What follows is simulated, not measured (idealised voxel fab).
Process module under the name voxel wiring stack
Displayed cross-section: cut, width of 230 nm, square cells sized 5 nm.
Reading order for cross-sections: top band down to bottom band. Underlying form: a grid of square cells. Band size: one or more rows of cells.
Quick guide to a band line: top height, bottom height (nm) up front; then every material left to right with its width in nm. Only one material and it's marked "edge to edge"? Then it fills the band edge to edge. And "empty" just means empty space.
It should be noted that heights are counted from 0, beneath which the wafer as supplied is of one material throughout, and that the lowest band possesses no lower boundary but continues downward, as written in "top 0, no bottom".
A two-number width, for instance "30..40", indicates that the width is equal to the first number in the top row of the band and to the second number in the bottom row, and that it changes by a constant amount per row of cells.
It should be understood that the words "same as before", when stated for a given step, signify that the cross-section underwent no change in any of its cells during that step.
Any empty space of 8 cells or more lacking an open way to the top shows up in "Fully enclosed voids" as width x height at distance, distance from the left edge, in nm.
Whatever follows a step's settings on its line is a remark the simulator itself makes about that step.
Among the settings permitted on a step's line is "overlay nm"; applied to a step with a mask, it specifies the extent to which the mask lay to the right of its planned position, whereas a negative figure signifies a position to the left.

The process steps that were planned are listed below
1) RECEIVE (material Si)
2) CONFORMAL_DEP (material SiO2; thk nm 10)
3) DIRECTIONAL_DEP (material TiN; thk nm 5)
4) DIRECTIONAL_DEP (material Ru; thk nm 25)
5) PATTERN (tone cover; mask id METAL_1; material resist; width nm 25; pitch nm 55; thk nm 20; overlay nm 0)
6) DIRECTIONAL_ETCH (etch materials Ru; depth nm 25)
7) DIRECTIONAL_ETCH (etch materials TiN; depth nm 5)
8) STRIP (etch materials resist)
9) FILL_DEP (material SiO2; thk nm 10)
10) CMP (height nm 40)
11) CONFORMAL_DEP (material SiCN; thk nm 5)
12) DIRECTIONAL_DEP (material lowk; thk nm 20)
13) MASKED_ETCH (tone open; mask id PLUG_1; width nm 15; pitch nm 55; etch materials lowk; depth nm 20; overlay nm 0)
14) MASKED_ETCH (tone open; mask id PLUG_1; width nm 15; pitch nm 55; etch materials SiCN; depth nm 5; overlay nm 0)
15) EPI (material Ru; thk nm 10)
16) EPI (material Ru; thk nm 10)
17) EPI (material Ru; thk nm 5)
18) CONFORMAL_DEP (material SiN; thk nm 5)
19) DIRECTIONAL_DEP (material lowk; thk nm 20)
20) MASKED_ETCH (tone open; mask id METAL_2; width nm 25; pitch nm 55; etch materials lowk; depth nm 20; overlay nm 0)
21) MASKED_ETCH (tone open; mask id METAL_2; width nm 25; pitch nm 55; etch materials SiN; depth nm 5; overlay nm 0)
22) CONFORMAL_DEP (material TiN; thk nm 5)
23) FILL_DEP (material Ru; thk nm 10)
24) CMP (height nm 90)
25) EPI (material Ru; thk nm 5)
26) FILL_DEP (material SiCN; thk nm 5)
27) DIRECTIONAL_DEP (material lowk; thk nm 35)
28) DIRECTIONAL_DEP (material aC; thk nm 10)
29) PATTERN (tone open; mask id METAL_3; material resist; width nm 25; pitch nm 55; thk nm 25; overlay nm 0)
30) DIRECTIONAL_ETCH (etch materials aC; depth nm 10)
31) STRIP (etch materials resist)
32) DIRECTIONAL_ETCH (etch materials lowk; depth nm 20)
33) STRIP (etch materials aC)
34) DIRECTIONAL_DEP (material aC; thk nm 10)
35) PATTERN (tone open; mask id METAL_3_HOLES; material resist; width nm 15; pitch nm 55; thk nm 30; overlay nm 0)
36) DIRECTIONAL_ETCH (etch materials aC; depth nm 10)
37) STRIP (etch materials resist)
38) DIRECTIONAL_ETCH (etch materials lowk; depth nm 15)
39) DIRECTIONAL_ETCH (etch materials SiCN; depth nm 5)
40) STRIP (etch materials aC)
41) CONFORMAL_DEP (material TiN; thk nm 5)
42) FILL_DEP (material Cu; thk nm 10)
43) CMP (height nm 135)
44) CONFORMAL_DEP (material SiN; thk nm 5)

On the first of the two wafers: run conducted according to plan

Step 1 complete: cross-section of the wafer as received
  top 0, no bottom = Si edge to edge
  Fully enclosed voids: none

Take a look at the wafer's cross-section after step 2
  top 10, bottom 0 = SiO2 edge to edge
  No changes below 0.

Take a look at the wafer's cross-section after step 3
  top 15, bottom 10 = TiN edge to edge
  No changes below 10.

Take a look at the wafer's cross-section after step 4
  top 40, bottom 15 = Ru edge to edge
  No changes below 15.

Take a look at the wafer's cross-section after step 5
  top 60, bottom 40 = empty: 75 / resist: 25 / empty: 30 / resist: 25 / empty: 75
  No changes below 40.

Take a look at the wafer's cross-section after step 6
  top 60, bottom 40 = empty: 75 / resist: 25 / empty: 30 / resist: 25 / empty: 75
  top 40, bottom 15 = empty: 75 / Ru: 25 / empty: 30 / Ru: 25 / empty: 75
  No changes below 15.

Take a look at the wafer's cross-section after step 7
  top 60, bottom 40 = empty: 75 / resist: 25 / empty: 30 / resist: 25 / empty: 75
  top 40, bottom 15 = empty: 75 / Ru: 25 / empty: 30 / Ru: 25 / empty: 75
  top 15, bottom 10 = empty: 75 / TiN: 25 / empty: 30 / TiN: 25 / empty: 75
  No changes below 10.

Take a look at the wafer's cross-section after step 8
  top 40, bottom 15 = empty: 75 / Ru: 25 / empty: 30 / Ru: 25 / empty: 75
  No changes below 15.

Take a look at the wafer's cross-section after step 9
  top 50, bottom 40 = SiO2 edge to edge
  top 40, bottom 15 = SiO2: 75 / Ru: 25 / SiO2: 30 / Ru: 25 / SiO2: 75
  top 15, bottom 10 = SiO2: 75 / TiN: 25 / SiO2: 30 / TiN: 25 / SiO2: 75
  No changes below 10.

Take a look at the wafer's cross-section after step 10
  top 40, bottom 15 = SiO2: 75 / Ru: 25 / SiO2: 30 / Ru: 25 / SiO2: 75
  No changes below 15.

Take a look at the wafer's cross-section after step 11
  top 45, bottom 40 = SiCN edge to edge
  No changes below 40.

Take a look at the wafer's cross-section after step 12
  top 65, bottom 45 = lowk edge to edge
  No changes below 45.

Take a look at the wafer's cross-section after step 13
  top 65, bottom 45 = lowk: 75 / empty: 15 / lowk: 40 / empty: 15 / lowk: 85
  No changes below 45.

Take a look at the wafer's cross-section after step 14
  top 65, bottom 45 = lowk: 75 / empty: 15 / lowk: 40 / empty: 15 / lowk: 85
  top 45, bottom 40 = SiCN: 75 / empty: 15 / SiCN: 40 / empty: 15 / SiCN: 85
  No changes below 40.

Take a look at the wafer's cross-section after step 15
  top 65, bottom 50 = lowk: 75 / empty: 15 / lowk: 40 / empty: 15 / lowk: 85
  top 50, bottom 45 = lowk: 75 / Ru: 15 / lowk: 40 / Ru: 15 / lowk: 85
  top 45, bottom 40 = SiCN: 75 / Ru: 15 / SiCN: 40 / Ru: 15 / SiCN: 85
  No changes below 40.

Take a look at the wafer's cross-section after step 16
  top 65, bottom 60 = lowk: 75 / empty: 15 / lowk: 40 / empty: 15 / lowk: 85
  top 60, bottom 45 = lowk: 75 / Ru: 15 / lowk: 40 / Ru: 15 / lowk: 85
  No changes below 45.

Take a look at the wafer's cross-section after step 17
  top 65, bottom 45 = lowk: 75 / Ru: 15 / lowk: 40 / Ru: 15 / lowk: 85
  No changes below 45.

Take a look at the wafer's cross-section after step 18
  top 70, bottom 65 = SiN edge to edge
  No changes below 65.

Take a look at the wafer's cross-section after step 19
  top 90, bottom 70 = lowk edge to edge
  No changes below 70.

Take a look at the wafer's cross-section after step 20
  top 90, bottom 70 = lowk: 75 / empty: 25 / lowk: 30 / empty: 25 / lowk: 75
  No changes below 70.

Take a look at the wafer's cross-section after step 21
  top 90, bottom 70 = lowk: 75 / empty: 25 / lowk: 30 / empty: 25 / lowk: 75
  top 70, bottom 65 = SiN: 75 / empty: 25 / SiN: 30 / empty: 25 / SiN: 75
  No changes below 65.

Take a look at the wafer's cross-section after step 22
  top 95, bottom 90 = TiN: 80 / empty: 15 / TiN: 40 / empty: 15 / TiN: 80
  top 90, bottom 70 = lowk: 75 / TiN: 5 / empty: 15 / TiN: 5 / lowk: 30 / TiN: 5 / empty: 15 / TiN: 5 / lowk: 75
  top 70, bottom 65 = SiN: 75 / TiN: 25 / SiN: 30 / TiN: 25 / SiN: 75
  No changes below 65.

Take a look at the wafer's cross-section after step 23
  top 105, bottom 95 = Ru edge to edge
  top 95, bottom 90 = TiN: 80 / Ru: 15 / TiN: 40 / Ru: 15 / TiN: 80
  top 90, bottom 70 = lowk: 75 / TiN: 5 / Ru: 15 / TiN: 5 / lowk: 30 / TiN: 5 / Ru: 15 / TiN: 5 / lowk: 75
  No changes below 70.

Take a look at the wafer's cross-section after step 24
  top 90, bottom 70 = lowk: 75 / TiN: 5 / Ru: 15 / TiN: 5 / lowk: 30 / TiN: 5 / Ru: 15 / TiN: 5 / lowk: 75
  No changes below 70.

Take a look at the wafer's cross-section after step 25
  top 95, bottom 90 = empty: 70 / Ru: 35 / empty: 20 / Ru: 35 / empty: 70
  No changes below 90.

Take a look at the wafer's cross-section after step 26
  top 100, bottom 95 = SiCN edge to edge
  top 95, bottom 90 = SiCN: 70 / Ru: 35 / SiCN: 20 / Ru: 35 / SiCN: 70
  No changes below 90.

Take a look at the wafer's cross-section after step 27
  top 135, bottom 100 = lowk edge to edge
  No changes below 100.

Take a look at the wafer's cross-section after step 28
  top 145, bottom 135 = aC edge to edge
  No changes below 135.

Take a look at the wafer's cross-section after step 29
  top 170, bottom 145 = resist: 75 / empty: 25 / resist: 30 / empty: 25 / resist: 75
  No changes below 145.

Take a look at the wafer's cross-section after step 30
  top 160, bottom 145 = resist: 75 / empty: 25 / resist: 30 / empty: 25 / resist: 75
  top 145, bottom 135 = aC: 75 / empty: 25 / aC: 30 / empty: 25 / aC: 75
  No changes below 135.

Take a look at the wafer's cross-section after step 31
  top 145, bottom 135 = aC: 75 / empty: 25 / aC: 30 / empty: 25 / aC: 75
  No changes below 135.

Take a look at the wafer's cross-section after step 32
  top 145, bottom 135 = aC: 75 / empty: 25 / aC: 30 / empty: 25 / aC: 75
  top 135, bottom 115 = lowk: 75 / empty: 25 / lowk: 30 / empty: 25 / lowk: 75
  No changes below 115.

Take a look at the wafer's cross-section after step 33
  top 135, bottom 115 = lowk: 75 / empty: 25 / lowk: 30 / empty: 25 / lowk: 75
  No changes below 115.

Take a look at the wafer's cross-section after step 34
  top 145, bottom 135 = aC: 75 / empty: 25 / aC: 30 / empty: 25 / aC: 75
  top 135, bottom 125 = lowk: 75 / empty: 25 / lowk: 30 / empty: 25 / lowk: 75
  top 125, bottom 115 = lowk: 75 / aC: 25 / lowk: 30 / aC: 25 / lowk: 75
  No changes below 115.

Take a look at the wafer's cross-section after step 35
  top 175, bottom 145 = resist: 75 / empty: 15 / resist: 40 / empty: 15 / resist: 85
  top 145, bottom 135 = aC: 75 / empty: 15 / resist: 10 / aC: 30 / empty: 15 / resist: 10 / aC: 75
  top 135, bottom 125 = lowk: 75 / empty: 15 / resist: 10 / lowk: 30 / empty: 15 / resist: 10 / lowk: 75
  No changes below 125.

Take a look at the wafer's cross-section after step 36
  top 165, bottom 145 = resist: 75 / empty: 15 / resist: 40 / empty: 15 / resist: 85
  top 145, bottom 135 = aC: 75 / empty: 15 / resist: 10 / aC: 30 / empty: 15 / resist: 10 / aC: 75
  top 135, bottom 125 = lowk: 75 / empty: 15 / resist: 10 / lowk: 30 / empty: 15 / resist: 10 / lowk: 75
  top 125, bottom 115 = lowk: 75 / empty: 15 / aC: 10 / lowk: 30 / empty: 15 / aC: 10 / lowk: 75
  No changes below 115.

Take a look at the wafer's cross-section after step 37
  top 145, bottom 135 = aC: 75 / empty: 25 / aC: 30 / empty: 25 / aC: 75
  top 135, bottom 125 = lowk: 75 / empty: 25 / lowk: 30 / empty: 25 / lowk: 75
  No changes below 125.

Take a look at the wafer's cross-section after step 38
  top 145, bottom 135 = aC: 75 / empty: 25 / aC: 30 / empty: 25 / aC: 75
  top 135, bottom 125 = lowk: 75 / empty: 25 / lowk: 30 / empty: 25 / lowk: 75
  top 125, bottom 115 = lowk: 75 / empty: 15 / aC: 10 / lowk: 30 / empty: 15 / aC: 10 / lowk: 75
  top 115, bottom 100 = lowk: 75 / empty: 15 / lowk: 40 / empty: 15 / lowk: 85
  No changes below 100.

Take a look at the wafer's cross-section after step 39
  top 145, bottom 135 = aC: 75 / empty: 25 / aC: 30 / empty: 25 / aC: 75
  top 135, bottom 125 = lowk: 75 / empty: 25 / lowk: 30 / empty: 25 / lowk: 75
  top 125, bottom 115 = lowk: 75 / empty: 15 / aC: 10 / lowk: 30 / empty: 15 / aC: 10 / lowk: 75
  top 115, bottom 100 = lowk: 75 / empty: 15 / lowk: 40 / empty: 15 / lowk: 85
  top 100, bottom 95 = SiCN: 75 / empty: 15 / SiCN: 40 / empty: 15 / SiCN: 85
  No changes below 95.

Take a look at the wafer's cross-section after step 40
  top 135, bottom 115 = lowk: 75 / empty: 25 / lowk: 30 / empty: 25 / lowk: 75
  No changes below 115.

Take a look at the wafer's cross-section after step 41
  top 140, bottom 135 = TiN: 80 / empty: 15 / TiN: 40 / empty: 15 / TiN: 80
  top 135, bottom 120 = lowk: 75 / TiN: 5 / empty: 15 / TiN: 5 / lowk: 30 / TiN: 5 / empty: 15 / TiN: 5 / lowk: 75
  top 120, bottom 115 = lowk: 75 / TiN: 5 / empty: 5 / TiN: 15 / lowk: 30 / TiN: 5 / empty: 5 / TiN: 15 / lowk: 75
  top 115, bottom 100 = lowk: 75 / TiN: 5 / empty: 5 / TiN: 5 / lowk: 40 / TiN: 5 / empty: 5 / TiN: 5 / lowk: 85
  top 100, bottom 95 = SiCN: 75 / TiN: 15 / SiCN: 40 / TiN: 15 / SiCN: 85
  No changes below 95.

Take a look at the wafer's cross-section after step 42
  top 150, bottom 140 = Cu edge to edge
  top 140, bottom 135 = TiN: 80 / Cu: 15 / TiN: 40 / Cu: 15 / TiN: 80
  top 135, bottom 120 = lowk: 75 / TiN: 5 / Cu: 15 / TiN: 5 / lowk: 30 / TiN: 5 / Cu: 15 / TiN: 5 / lowk: 75
  top 120, bottom 115 = lowk: 75 / TiN: 5 / Cu: 5 / TiN: 15 / lowk: 30 / TiN: 5 / Cu: 5 / TiN: 15 / lowk: 75
  top 115, bottom 100 = lowk: 75 / TiN: 5 / Cu: 5 / TiN: 5 / lowk: 40 / TiN: 5 / Cu: 5 / TiN: 5 / lowk: 85
  No changes below 100.

Take a look at the wafer's cross-section after step 43
  top 135, bottom 120 = lowk: 75 / TiN: 5 / Cu: 15 / TiN: 5 / lowk: 30 / TiN: 5 / Cu: 15 / TiN: 5 / lowk: 75
  No changes below 120.

Take a look at the wafer's cross-section after step 44
  top 140, bottom 135 = SiN edge to edge
  No changes below 135.

The second wafer was prepared from the same starting point and under the same plan as the first; its processing contained one mistake, and it remains indistinguishable from the first wafer up to and including step 4

Cross-sectional view of the second wafer at the intended end time of process step 5
  top 60, bottom 40 = empty: 70 / resist: 25 / empty: 30 / resist: 25 / empty: 80
  No changes below 40.

Cross-sectional view of the second wafer at the intended end time of process step 6
  top 60, bottom 40 = empty: 70 / resist: 25 / empty: 30 / resist: 25 / empty: 80
  top 40, bottom 15 = empty: 70 / Ru: 25 / empty: 30 / Ru: 25 / empty: 80
  No changes below 15.

Cross-sectional view of the second wafer at the intended end time of process step 7
  top 60, bottom 40 = empty: 70 / resist: 25 / empty: 30 / resist: 25 / empty: 80
  top 40, bottom 15 = empty: 70 / Ru: 25 / empty: 30 / Ru: 25 / empty: 80
  top 15, bottom 10 = empty: 70 / TiN: 25 / empty: 30 / TiN: 25 / empty: 80
  No changes below 10.

Cross-sectional view of the second wafer at the intended end time of process step 8
  top 40, bottom 15 = empty: 70 / Ru: 25 / empty: 30 / Ru: 25 / empty: 80
  No changes below 15.

Cross-sectional view of the second wafer at the intended end time of process step 9
  top 50, bottom 40 = SiO2 edge to edge
  top 40, bottom 15 = SiO2: 70 / Ru: 25 / SiO2: 30 / Ru: 25 / SiO2: 80
  top 15, bottom 10 = SiO2: 70 / TiN: 25 / SiO2: 30 / TiN: 25 / SiO2: 80
  No changes below 10.

Cross-sectional view of the second wafer at the intended end time of process step 10
  top 40, bottom 15 = SiO2: 70 / Ru: 25 / SiO2: 30 / Ru: 25 / SiO2: 80
  No changes below 15.

Cross-sectional view of the second wafer at the intended end time of process step 11
  top 45, bottom 40 = SiCN edge to edge
  No changes below 40.

Cross-sectional view of the second wafer at the intended end time of process step 12
  top 65, bottom 45 = lowk edge to edge
  No changes below 45.

Cross-sectional view of the second wafer at the intended end time of process step 13
  top 65, bottom 45 = lowk: 75 / empty: 15 / lowk: 40 / empty: 15 / lowk: 85
  No changes below 45.

Cross-sectional view of the second wafer at the intended end time of process step 14
  top 65, bottom 45 = lowk: 75 / empty: 15 / lowk: 40 / empty: 15 / lowk: 85
  top 45, bottom 40 = SiCN: 75 / empty: 15 / SiCN: 40 / empty: 15 / SiCN: 85
  No changes below 40.

Cross-sectional view of the second wafer at the intended end time of process step 15
  top 65, bottom 50 = lowk: 75 / empty: 15 / lowk: 40 / empty: 15 / lowk: 85
  top 50, bottom 45 = lowk: 75 / Ru: 15 / lowk: 40 / Ru: 15 / lowk: 85
  top 45, bottom 40 = SiCN: 75 / Ru: 15 / SiCN: 40 / Ru: 15 / SiCN: 85
  No changes below 40.

Cross-sectional view of the second wafer at the intended end time of process step 16
  top 65, bottom 60 = lowk: 75 / empty: 15 / lowk: 40 / empty: 15 / lowk: 85
  top 60, bottom 45 = lowk: 75 / Ru: 15 / lowk: 40 / Ru: 15 / lowk: 85
  No changes below 45.

Cross-sectional view of the second wafer at the intended end time of process step 17
  top 65, bottom 45 = lowk: 75 / Ru: 15 / lowk: 40 / Ru: 15 / lowk: 85
  No changes below 45.

Cross-sectional view of the second wafer at the intended end time of process step 18
  top 70, bottom 65 = SiN edge to edge
  No changes below 65.

Cross-sectional view of the second wafer at the intended end time of process step 19
  top 90, bottom 70 = lowk edge to edge
  No changes below 70.

Cross-sectional view of the second wafer at the intended end time of process step 20
  top 90, bottom 70 = lowk: 75 / empty: 25 / lowk: 30 / empty: 25 / lowk: 75
  No changes below 70.

Cross-sectional view of the second wafer at the intended end time of process step 21
  top 90, bottom 70 = lowk: 75 / empty: 25 / lowk: 30 / empty: 25 / lowk: 75
  top 70, bottom 65 = SiN: 75 / empty: 25 / SiN: 30 / empty: 25 / SiN: 75
  No changes below 65.

Cross-sectional view of the second wafer at the intended end time of process step 22
  top 95, bottom 90 = TiN: 80 / empty: 15 / TiN: 40 / empty: 15 / TiN: 80
  top 90, bottom 70 = lowk: 75 / TiN: 5 / empty: 15 / TiN: 5 / lowk: 30 / TiN: 5 / empty: 15 / TiN: 5 / lowk: 75
  top 70, bottom 65 = SiN: 75 / TiN: 25 / SiN: 30 / TiN: 25 / SiN: 75
  No changes below 65.

Cross-sectional view of the second wafer at the intended end time of process step 23
  top 105, bottom 95 = Ru edge to edge
  top 95, bottom 90 = TiN: 80 / Ru: 15 / TiN: 40 / Ru: 15 / TiN: 80
  top 90, bottom 70 = lowk: 75 / TiN: 5 / Ru: 15 / TiN: 5 / lowk: 30 / TiN: 5 / Ru: 15 / TiN: 5 / lowk: 75
  No changes below 70.

Cross-sectional view of the second wafer at the intended end time of process step 24
  top 90, bottom 70 = lowk: 75 / TiN: 5 / Ru: 15 / TiN: 5 / lowk: 30 / TiN: 5 / Ru: 15 / TiN: 5 / lowk: 75
  No changes below 70.

Cross-sectional view of the second wafer at the intended end time of process step 25
  top 95, bottom 90 = empty: 70 / Ru: 35 / empty: 20 / Ru: 35 / empty: 70
  No changes below 90.

Cross-sectional view of the second wafer at the intended end time of process step 26
  top 100, bottom 95 = SiCN edge to edge
  top 95, bottom 90 = SiCN: 70 / Ru: 35 / SiCN: 20 / Ru: 35 / SiCN: 70
  No changes below 90.

Cross-sectional view of the second wafer at the intended end time of process step 27
  top 135, bottom 100 = lowk edge to edge
  No changes below 100.

Cross-sectional view of the second wafer at the intended end time of process step 28
  top 145, bottom 135 = aC edge to edge
  No changes below 135.

Cross-sectional view of the second wafer at the intended end time of process step 29
  top 170, bottom 145 = resist: 75 / empty: 25 / resist: 30 / empty: 25 / resist: 75
  No changes below 145.

Cross-sectional view of the second wafer at the intended end time of process step 30
  top 160, bottom 145 = resist: 75 / empty: 25 / resist: 30 / empty: 25 / resist: 75
  top 145, bottom 135 = aC: 75 / empty: 25 / aC: 30 / empty: 25 / aC: 75
  No changes below 135.

Cross-sectional view of the second wafer at the intended end time of process step 31
  top 145, bottom 135 = aC: 75 / empty: 25 / aC: 30 / empty: 25 / aC: 75
  No changes below 135.

Cross-sectional view of the second wafer at the intended end time of process step 32
  top 145, bottom 135 = aC: 75 / empty: 25 / aC: 30 / empty: 25 / aC: 75
  top 135, bottom 115 = lowk: 75 / empty: 25 / lowk: 30 / empty: 25 / lowk: 75
  No changes below 115.

Cross-sectional view of the second wafer at the intended end time of process step 33
  top 135, bottom 115 = lowk: 75 / empty: 25 / lowk: 30 / empty: 25 / lowk: 75
  No changes below 115.

Cross-sectional view of the second wafer at the intended end time of process step 34
  top 145, bottom 135 = aC: 75 / empty: 25 / aC: 30 / empty: 25 / aC: 75
  top 135, bottom 125 = lowk: 75 / empty: 25 / lowk: 30 / empty: 25 / lowk: 75
  top 125, bottom 115 = lowk: 75 / aC: 25 / lowk: 30 / aC: 25 / lowk: 75
  No changes below 115.

Cross-sectional view of the second wafer at the intended end time of process step 35
  top 175, bottom 145 = resist: 75 / empty: 15 / resist: 40 / empty: 15 / resist: 85
  top 145, bottom 135 = aC: 75 / empty: 15 / resist: 10 / aC: 30 / empty: 15 / resist: 10 / aC: 75
  top 135, bottom 125 = lowk: 75 / empty: 15 / resist: 10 / lowk: 30 / empty: 15 / resist: 10 / lowk: 75
  No changes below 125.

Cross-sectional view of the second wafer at the intended end time of process step 36
  top 165, bottom 145 = resist: 75 / empty: 15 / resist: 40 / empty: 15 / resist: 85
  top 145, bottom 135 = aC: 75 / empty: 15 / resist: 10 / aC: 30 / empty: 15 / resist: 10 / aC: 75
  top 135, bottom 125 = lowk: 75 / empty: 15 / resist: 10 / lowk: 30 / empty: 15 / resist: 10 / lowk: 75
  top 125, bottom 115 = lowk: 75 / empty: 15 / aC: 10 / lowk: 30 / empty: 15 / aC: 10 / lowk: 75
  No changes below 115.

Cross-sectional view of the second wafer at the intended end time of process step 37
  top 145, bottom 135 = aC: 75 / empty: 25 / aC: 30 / empty: 25 / aC: 75
  top 135, bottom 125 = lowk: 75 / empty: 25 / lowk: 30 / empty: 25 / lowk: 75
  No changes below 125.

Cross-sectional view of the second wafer at the intended end time of process step 38
  top 145, bottom 135 = aC: 75 / empty: 25 / aC: 30 / empty: 25 / aC: 75
  top 135, bottom 125 = lowk: 75 / empty: 25 / lowk: 30 / empty: 25 / lowk: 75
  top 125, bottom 115 = lowk: 75 / empty: 15 / aC: 10 / lowk: 30 / empty: 15 / aC: 10 / lowk: 75
  top 115, bottom 100 = lowk: 75 / empty: 15 / lowk: 40 / empty: 15 / lowk: 85
  No changes below 100.

Cross-sectional view of the second wafer at the intended end time of process step 39
  top 145, bottom 135 = aC: 75 / empty: 25 / aC: 30 / empty: 25 / aC: 75
  top 135, bottom 125 = lowk: 75 / empty: 25 / lowk: 30 / empty: 25 / lowk: 75
  top 125, bottom 115 = lowk: 75 / empty: 15 / aC: 10 / lowk: 30 / empty: 15 / aC: 10 / lowk: 75
  top 115, bottom 100 = lowk: 75 / empty: 15 / lowk: 40 / empty: 15 / lowk: 85
  top 100, bottom 95 = SiCN: 75 / empty: 15 / SiCN: 40 / empty: 15 / SiCN: 85
  No changes below 95.

Cross-sectional view of the second wafer at the intended end time of process step 40
  top 135, bottom 115 = lowk: 75 / empty: 25 / lowk: 30 / empty: 25 / lowk: 75
  No changes below 115.

Cross-sectional view of the second wafer at the intended end time of process step 41
  top 140, bottom 135 = TiN: 80 / empty: 15 / TiN: 40 / empty: 15 / TiN: 80
  top 135, bottom 120 = lowk: 75 / TiN: 5 / empty: 15 / TiN: 5 / lowk: 30 / TiN: 5 / empty: 15 / TiN: 5 / lowk: 75
  top 120, bottom 115 = lowk: 75 / TiN: 5 / empty: 5 / TiN: 15 / lowk: 30 / TiN: 5 / empty: 5 / TiN: 15 / lowk: 75
  top 115, bottom 100 = lowk: 75 / TiN: 5 / empty: 5 / TiN: 5 / lowk: 40 / TiN: 5 / empty: 5 / TiN: 5 / lowk: 85
  top 100, bottom 95 = SiCN: 75 / TiN: 15 / SiCN: 40 / TiN: 15 / SiCN: 85
  No changes below 95.

Cross-sectional view of the second wafer at the intended end time of process step 42
  top 150, bottom 140 = Cu edge to edge
  top 140, bottom 135 = TiN: 80 / Cu: 15 / TiN: 40 / Cu: 15 / TiN: 80
  top 135, bottom 120 = lowk: 75 / TiN: 5 / Cu: 15 / TiN: 5 / lowk: 30 / TiN: 5 / Cu: 15 / TiN: 5 / lowk: 75
  top 120, bottom 115 = lowk: 75 / TiN: 5 / Cu: 5 / TiN: 15 / lowk: 30 / TiN: 5 / Cu: 5 / TiN: 15 / lowk: 75
  top 115, bottom 100 = lowk: 75 / TiN: 5 / Cu: 5 / TiN: 5 / lowk: 40 / TiN: 5 / Cu: 5 / TiN: 5 / lowk: 85
  No changes below 100.

Cross-sectional view of the second wafer at the intended end time of process step 43
  top 135, bottom 120 = lowk: 75 / TiN: 5 / Cu: 15 / TiN: 5 / lowk: 30 / TiN: 5 / Cu: 15 / TiN: 5 / lowk: 75
  No changes below 120.

Cross-sectional view of the second wafer at the intended end time of process step 44
  top 140, bottom 135 = SiN edge to edge
  No changes below 135.
What was the processing mistake? it should be noted that step 5 was executed with settings other than those planned, the operation and settings actually applied being PATTERN (tone cover; mask id METAL_1; material resist; width nm 25; pitch nm 55; thk nm 20; overlay nm -5)
At the end, each material covers as many cells on the second wafer as it does on the first, though the cells it covers are elsewhere.
